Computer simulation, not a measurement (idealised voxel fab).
Process module, titled voxel trench capacitor
Section shown: cut. Width: 245 nm. Cell size: 5 nm, square.
The cross-sections in this document take the form of a grid made of square cells. They are written out as bands, in order from top to bottom. Each band consists of one or more rows of cells. Per band: top height and bottom height in nm, followed by the left-to-right materials and their widths in nm; "throughout" marks a single material spanning edge to edge, "empty" marks empty space. Beneath 0, the wafer as received is one material, and that level is where height counting begins. The lowest band goes on downward without a bottom; it is written like "0 nm and below". Width spec "30..40" -> top row of cells at first value, bottom row at second value, equal per-row change in between. Basically "changes: none" means that step didn't change any cell in the cross-section. The entry "Fully sealed voids" lists the empty spaces that cover at least 8 cells and have no open path to the top. Each is written as width x height at distance, where the distance is measured from the left edge and all three values are in nm. What comes after the settings on a step's line is commentary from the simulator itself on that step. overlay nm: mask offset rightward from planned place, masked step; negative means leftward offset.
Here's what the planned process steps look like
1) RECEIVE [material Si]
2) CONFORMAL_DEP [material SiN] [thk nm 10]
3) MASKED_ETCH [tone open] [mask id TRENCH] [width nm 15] [pitch nm 30] [etch materials SiN] [depth nm 10] [overlay nm 0]
4) MASKED_ETCH [tone open] [mask id TRENCH] [width nm 15] [pitch nm 30] [etch materials Si] [depth nm 30] [overlay nm 0]
5) CONFORMAL_DEP [material Al2O3] [thk nm 5]
6) FILL_DEP [material polySi] [thk nm 5]
7) CMP [height nm 10]
So this is the incoming wafer in cross-section - it's already been through step 1
  0 nm and below: Si throughout
  Fully sealed voids: none
Post-module cross-section of the first of two wafers (run per plan)
  10 nm to 0 nm: 70 SiN, 5 Al2O3, 5 polySi, 5 Al2O3, 15 SiN, 5 Al2O3, 5 polySi, 5 Al2O3, 15 SiN, 5 Al2O3, 5 polySi, 5 Al2O3, 15 SiN, 5 Al2O3, 5 polySi, 5 Al2O3, 70 SiN
  0 nm to -25 nm: 70 Si, 5 Al2O3, 5 polySi, 5 Al2O3, 15 Si, 5 Al2O3, 5 polySi, 5 Al2O3, 15 Si, 5 Al2O3, 5 polySi, 5 Al2O3, 15 Si, 5 Al2O3, 5 polySi, 5 Al2O3, 70 Si
  -25 nm to -30 nm: 70 Si, 15 Al2O3, 15 Si, 15 Al2O3, 15 Si, 15 Al2O3, 15 Si, 15 Al2O3, 70 Si
  -30 nm and below: Si throughout
  Fully sealed voids: none
Cross-section, wafer two of two, end of module: same start and plan as wafer one, one error in execution
  0 nm to -25 nm: 70 Si, 5 Al2O3, 5 polySi, 5 Al2O3, 15 Si, 5 Al2O3, 5 polySi, 5 Al2O3, 15 Si, 5 Al2O3, 5 polySi, 5 Al2O3, 15 Si, 5 Al2O3, 5 polySi, 5 Al2O3, 70 Si
  -25 nm to -30 nm: 70 Si, 15 Al2O3, 15 Si, 15 Al2O3, 15 Si, 15 Al2O3, 15 Si, 15 Al2O3, 70 Si
  -30 nm and below: Si throughout
  Fully sealed voids: none
Against the plan, the run slipped here: step 7 off recipe, ran as CMP [height nm 0]
The final cell counts differ between the wafers, with the second having more or fewer of some materials than the first: 16 fewer of Al2O3; 74 fewer of SiN; 8 fewer of polySi
